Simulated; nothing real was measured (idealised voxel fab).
process module | voxel gate over fins
cross-section cut | 275 nm wide | cells 5 nm
A cross-section is a grid of square cells, given in bands from the top down. A band is one or more rows of cells.
Each band's line starts with the height of the band's top and of its bottom, in nm. Then come its materials from left to right, each with its width in nm. One material with "throughout" fills the band from edge to edge. "air" is empty space.
Height 0 is the level under which the wafer as received is all one material. The lowest band goes on downwards, as in "0 down".
A width such as "30 to 40" changes by the same amount from each row of cells to the next, from the band's top row to its bottom row.
"no change" after a step means that no cell of the cross-section changed.
closed voids: empty space of 8 cells or more with no open way to the top, each as width x height at its distance from the left edge, in nm
after a step's settings: what the simulator itself notes on the step
overlay nm, on a step with a mask: how far to the right of its planned place the mask lay; to the left if negative
plan
1 op RECEIVE | material Si
2 op CONFORMAL_DEP | material SiN | thk nm 10
3 op PATTERN | tone cover | mask id FINS | material resist | width nm 15 | pitch nm 50 | thk nm 15 | overlay nm 0
4 op DIRECTIONAL_ETCH | etch materials SiN | depth nm 10
5 op DIRECTIONAL_ETCH | etch materials Si | depth nm 40
6 op STRIP | etch materials resist
7 op OXIDIZE | depth nm 5
8 op FILL_DEP | material SiO2 | thk nm 5
9 op CMP | height nm 10
10 op DIRECTIONAL_DEP | material aC | thk nm 10
11 op PATTERN | tone open | mask id RAIL | material resist | width nm 15 | thk nm 30 | overlay nm 0
12 op DIRECTIONAL_ETCH | etch materials aC | depth nm 10
13 op STRIP | etch materials resist
14 op DIRECTIONAL_ETCH | etch materials SiO2 | depth nm 45
15 op STRIP | etch materials aC
16 op CONFORMAL_DEP | material TiN | thk nm 5
17 op FILL_DEP | material Ru | thk nm 5
18 op CMP | height nm 10
19 op SELECTIVE_ETCH | etch materials W Ru TiN | depth nm 30
20 op FILL_DEP | material SiO2 | thk nm 5
21 op CMP | height nm 10
22 op SELECTIVE_ETCH | etch materials SiO2 | depth nm 20
23 op STRIP | etch materials SiN
24 op CONFORMAL_DEP | material HfO2 | thk nm 5
25 op CONFORMAL_DEP | material TiN | thk nm 5
26 op CONFORMAL_DEP | material TiAl | thk nm 5
27 op CONFORMAL_DEP | material TiN | thk nm 5
28 op FILL_DEP | material W | thk nm 15
29 op CMP | height nm 30
30 op CONFORMAL_DEP | material SiCN | thk nm 5
first wafer, as planned
as received, after step 1
  0 down: Si throughout
  closed voids: none
after step 2
  10 to 0: SiN throughout
  below 0: unchanged
after step 3
  25 to 10: air 55 | resist 15 | air 35 | resist 15 | air 35 | resist 15 | air 35 | resist 15 | air 55
  below 10: unchanged
after step 4
  25 to 10: air 55 | resist 15 | air 35 | resist 15 | air 35 | resist 15 | air 35 | resist 15 | air 55
  10 to 0: air 55 | SiN 15 | air 35 | SiN 15 | air 35 | SiN 15 | air 35 | SiN 15 | air 55
  below 0: unchanged
after step 5
  25 to 10: air 55 | resist 15 | air 35 | resist 15 | air 35 | resist 15 | air 35 | resist 15 | air 55
  10 to 0: air 55 | SiN 15 | air 35 | SiN 15 | air 35 | SiN 15 | air 35 | SiN 15 | air 55
  0 to -40: air 55 | Si 15 | air 35 | Si 15 | air 35 | Si 15 | air 35 | Si 15 | air 55
  below -40: unchanged
after step 6
  10 to 0: air 55 | SiN 15 | air 35 | SiN 15 | air 35 | SiN 15 | air 35 | SiN 15 | air 55
  below 0: unchanged
after step 7
  10 to 0: air 55 | SiN 15 | air 35 | SiN 15 | air 35 | SiN 15 | air 35 | SiN 15 | air 55
  0 to -40: air 55 | SiO2 5 | Si 5 | SiO2 5 | air 35 | SiO2 5 | Si 5 | SiO2 5 | air 35 | SiO2 5 | Si 5 | SiO2 5 | air 35 | SiO2 5 | Si 5 | SiO2 5 | air 55
  -40 to -45: SiO2 60 | Si 5 | SiO2 45 | Si 5 | SiO2 45 | Si 5 | SiO2 45 | Si 5 | SiO2 60
  below -45: unchanged
after step 8
  15 to 10: SiO2 throughout
  10 to 0: SiO2 55 | SiN 15 | SiO2 35 | SiN 15 | SiO2 35 | SiN 15 | SiO2 35 | SiN 15 | SiO2 55
  0 to -45: SiO2 60 | Si 5 | SiO2 45 | Si 5 | SiO2 45 | Si 5 | SiO2 45 | Si 5 | SiO2 60
  below -45: unchanged
after step 9
  10 to 0: SiO2 55 | SiN 15 | SiO2 35 | SiN 15 | SiO2 35 | SiN 15 | SiO2 35 | SiN 15 | SiO2 55
  below 0: unchanged
after step 10
  20 to 10: aC throughout
  below 10: unchanged
after step 11
  50 to 20: resist 80 | air 15 | resist 180
  below 20: unchanged
after step 12
  40 to 20: resist 80 | air 15 | resist 180
  20 to 10: aC 80 | air 15 | aC 180
  below 10: unchanged
after step 13
  20 to 10: aC 80 | air 15 | aC 180
  below 10: unchanged
after step 14
  20 to 10: aC 80 | air 15 | aC 180
  10 to 0: SiO2 55 | SiN 15 | SiO2 10 | air 15 | SiO2 10 | SiN 15 | SiO2 35 | SiN 15 | SiO2 35 | SiN 15 | SiO2 55
  0 to -35: SiO2 60 | Si 5 | SiO2 15 | air 15 | SiO2 15 | Si 5 | SiO2 45 | Si 5 | SiO2 45 | Si 5 | SiO2 60
  below -35: unchanged
after step 15
  10 to 0: SiO2 55 | SiN 15 | SiO2 10 | air 15 | SiO2 10 | SiN 15 | SiO2 35 | SiN 15 | SiO2 35 | SiN 15 | SiO2 55
  below 0: unchanged
after step 16
  15 to 10: TiN 85 | air 5 | TiN 185
  10 to 0: SiO2 55 | SiN 15 | SiO2 10 | TiN 5 | air 5 | TiN 5 | SiO2 10 | SiN 15 | SiO2 35 | SiN 15 | SiO2 35 | SiN 15 | SiO2 55
  0 to -30: SiO2 60 | Si 5 | SiO2 15 | TiN 5 | air 5 | TiN 5 | SiO2 15 | Si 5 | SiO2 45 | Si 5 | SiO2 45 | Si 5 | SiO2 60
  -30 to -35: SiO2 60 | Si 5 | SiO2 15 | TiN 15 | SiO2 15 | Si 5 | SiO2 45 | Si 5 | SiO2 45 | Si 5 | SiO2 60
  below -35: unchanged
after step 17
  20 to 15: Ru throughout
  15 to 10: TiN 85 | Ru 5 | TiN 185
  10 to 0: SiO2 55 | SiN 15 | SiO2 10 | TiN 5 | Ru 5 | TiN 5 | SiO2 10 | SiN 15 | SiO2 35 | SiN 15 | SiO2 35 | SiN 15 | SiO2 55
  0 to -30: SiO2 60 | Si 5 | SiO2 15 | TiN 5 | Ru 5 | TiN 5 | SiO2 15 | Si 5 | SiO2 45 | Si 5 | SiO2 45 | Si 5 | SiO2 60
  below -30: unchanged
after step 18
  10 to 0: SiO2 55 | SiN 15 | SiO2 10 | TiN 5 | Ru 5 | TiN 5 | SiO2 10 | SiN 15 | SiO2 35 | SiN 15 | SiO2 35 | SiN 15 | SiO2 55
  below 0: unchanged
after step 19
  10 to 0: SiO2 55 | SiN 15 | SiO2 10 | air 15 | SiO2 10 | SiN 15 | SiO2 35 | SiN 15 | SiO2 35 | SiN 15 | SiO2 55
  0 to -20: SiO2 60 | Si 5 | SiO2 15 | air 15 | SiO2 15 | Si 5 | SiO2 45 | Si 5 | SiO2 45 | Si 5 | SiO2 60
  below -20: unchanged
after step 20
  15 to 10: SiO2 throughout
  10 to 0: SiO2 55 | SiN 15 | SiO2 35 | SiN 15 | SiO2 35 | SiN 15 | SiO2 35 | SiN 15 | SiO2 55
  0 to -20: SiO2 60 | Si 5 | SiO2 45 | Si 5 | SiO2 45 | Si 5 | SiO2 45 | Si 5 | SiO2 60
  below -20: unchanged
after step 21
  10 to 0: SiO2 55 | SiN 15 | SiO2 35 | SiN 15 | SiO2 35 | SiN 15 | SiO2 35 | SiN 15 | SiO2 55
  below 0: unchanged
after step 22
  10 to 0: air 55 | SiN 15 | air 35 | SiN 15 | air 35 | SiN 15 | air 35 | SiN 15 | air 55
  0 to -10: air 60 | Si 5 | air 45 | Si 5 | air 45 | Si 5 | air 45 | Si 5 | air 60
  below -10: unchanged
after step 23
  0 to -10: air 60 | Si 5 | air 45 | Si 5 | air 45 | Si 5 | air 45 | Si 5 | air 60
  below -10: unchanged
after step 24
  5 to 0: air 55 | HfO2 15 | air 35 | HfO2 15 | air 35 | HfO2 15 | air 35 | HfO2 15 | air 55
  0 to -5: air 55 | HfO2 5 | Si 5 | HfO2 5 | air 35 | HfO2 5 | Si 5 | HfO2 5 | air 35 | HfO2 5 | Si 5 | HfO2 5 | air 35 | HfO2 5 | Si 5 | HfO2 5 | air 55
  -5 to -10: HfO2 60 | Si 5 | HfO2 45 | Si 5 | HfO2 45 | Si 5 | HfO2 45 | Si 5 | HfO2 60
  below -10: unchanged
after step 25
  10 to 5: air 50 | TiN 25 | air 25 | TiN 25 | air 25 | TiN 25 | air 25 | TiN 25 | air 50
  5 to 0: air 50 | TiN 5 | HfO2 15 | TiN 5 | air 25 | TiN 5 | HfO2 15 | TiN 5 | air 25 | TiN 5 | HfO2 15 | TiN 5 | air 25 | TiN 5 | HfO2 15 | TiN 5 | air 50
  0 to -5: TiN 55 | HfO2 5 | Si 5 | HfO2 5 | TiN 35 | HfO2 5 | Si 5 | HfO2 5 | TiN 35 | HfO2 5 | Si 5 | HfO2 5 | TiN 35 | HfO2 5 | Si 5 | HfO2 5 | TiN 55
  below -5: unchanged
after step 26
  15 to 10: air 45 | TiAl 35 | air 15 | TiAl 35 | air 15 | TiAl 35 | air 15 | TiAl 35 | air 45
  10 to 5: air 45 | TiAl 5 | TiN 25 | TiAl 5 | air 15 | TiAl 5 | TiN 25 | TiAl 5 | air 15 | TiAl 5 | TiN 25 | TiAl 5 | air 15 | TiAl 5 | TiN 25 | TiAl 5 | air 45
  5 to 0: TiAl 50 | TiN 5 | HfO2 15 | TiN 5 | TiAl 25 | TiN 5 | HfO2 15 | TiN 5 | TiAl 25 | TiN 5 | HfO2 15 | TiN 5 | TiAl 25 | TiN 5 | HfO2 15 | TiN 5 | TiAl 50
  below 0: unchanged
after step 27
  20 to 15: air 40 | TiN 45 | air 5 | TiN 45 | air 5 | TiN 45 | air 5 | TiN 45 | air 40
  15 to 10: air 40 | TiN 5 | TiAl 35 | TiN 5 | air 5 | TiN 5 | TiAl 35 | TiN 5 | air 5 | TiN 5 | TiAl 35 | TiN 5 | air 5 | TiN 5 | TiAl 35 | TiN 5 | air 40
  10 to 5: TiN 45 | TiAl 5 | TiN 25 | TiAl 5 | TiN 15 | TiAl 5 | TiN 25 | TiAl 5 | TiN 15 | TiAl 5 | TiN 25 | TiAl 5 | TiN 15 | TiAl 5 | TiN 25 | TiAl 5 | TiN 45
  below 5: unchanged
after step 28
  35 to 20: W throughout
  20 to 15: W 40 | TiN 45 | W 5 | TiN 45 | W 5 | TiN 45 | W 5 | TiN 45 | W 40
  15 to 10: W 40 | TiN 5 | TiAl 35 | TiN 5 | W 5 | TiN 5 | TiAl 35 | TiN 5 | W 5 | TiN 5 | TiAl 35 | TiN 5 | W 5 | TiN 5 | TiAl 35 | TiN 5 | W 40
  below 10: unchanged
after step 29
  30 to 20: W throughout
  below 20: unchanged
after step 30
  35 to 30: SiCN throughout
  below 30: unchanged
second wafer: like start, like plan, one mistake. Through step 24 it matches the first wafer
when step 25 should have ended
  10 to 5: air 50 | TiAl 25 | air 25 | TiAl 25 | air 25 | TiAl 25 | air 25 | TiAl 25 | air 50
  5 to 0: air 50 | TiAl 5 | HfO2 15 | TiAl 5 | air 25 | TiAl 5 | HfO2 15 | TiAl 5 | air 25 | TiAl 5 | HfO2 15 | TiAl 5 | air 25 | TiAl 5 | HfO2 15 | TiAl 5 | air 50
  0 to -5: TiAl 55 | HfO2 5 | Si 5 | HfO2 5 | TiAl 35 | HfO2 5 | Si 5 | HfO2 5 | TiAl 35 | HfO2 5 | Si 5 | HfO2 5 | TiAl 35 | HfO2 5 | Si 5 | HfO2 5 | TiAl 55
  below -5: unchanged
when step 26 should have ended
  15 to 10: air 45 | TiN 35 | air 15 | TiN 35 | air 15 | TiN 35 | air 15 | TiN 35 | air 45
  10 to 5: air 45 | TiN 5 | TiAl 25 | TiN 5 | air 15 | TiN 5 | TiAl 25 | TiN 5 | air 15 | TiN 5 | TiAl 25 | TiN 5 | air 15 | TiN 5 | TiAl 25 | TiN 5 | air 45
  5 to 0: TiN 50 | TiAl 5 | HfO2 15 | TiAl 5 | TiN 25 | TiAl 5 | HfO2 15 | TiAl 5 | TiN 25 | TiAl 5 | HfO2 15 | TiAl 5 | TiN 25 | TiAl 5 | HfO2 15 | TiAl 5 | TiN 50
  below 0: unchanged
when step 27 should have ended
  20 to 10: air 40 | TiN 45 | air 5 | TiN 45 | air 5 | TiN 45 | air 5 | TiN 45 | air 40
  10 to 5: TiN 50 | TiAl 25 | TiN 25 | TiAl 25 | TiN 25 | TiAl 25 | TiN 25 | TiAl 25 | TiN 50
  below 5: unchanged
when step 28 should have ended
  35 to 20: W throughout
  20 to 10: W 40 | TiN 45 | W 5 | TiN 45 | W 5 | TiN 45 | W 5 | TiN 45 | W 40
  below 10: unchanged
when step 29 should have ended
  30 to 20: W throughout
  below 20: unchanged
when step 30 should have ended
  35 to 30: SiCN throughout
  below 30: unchanged
what went wrong: steps 25 and 26 were swapped
at the end the second wafer has, in cells: as many of each material as the first, in other places
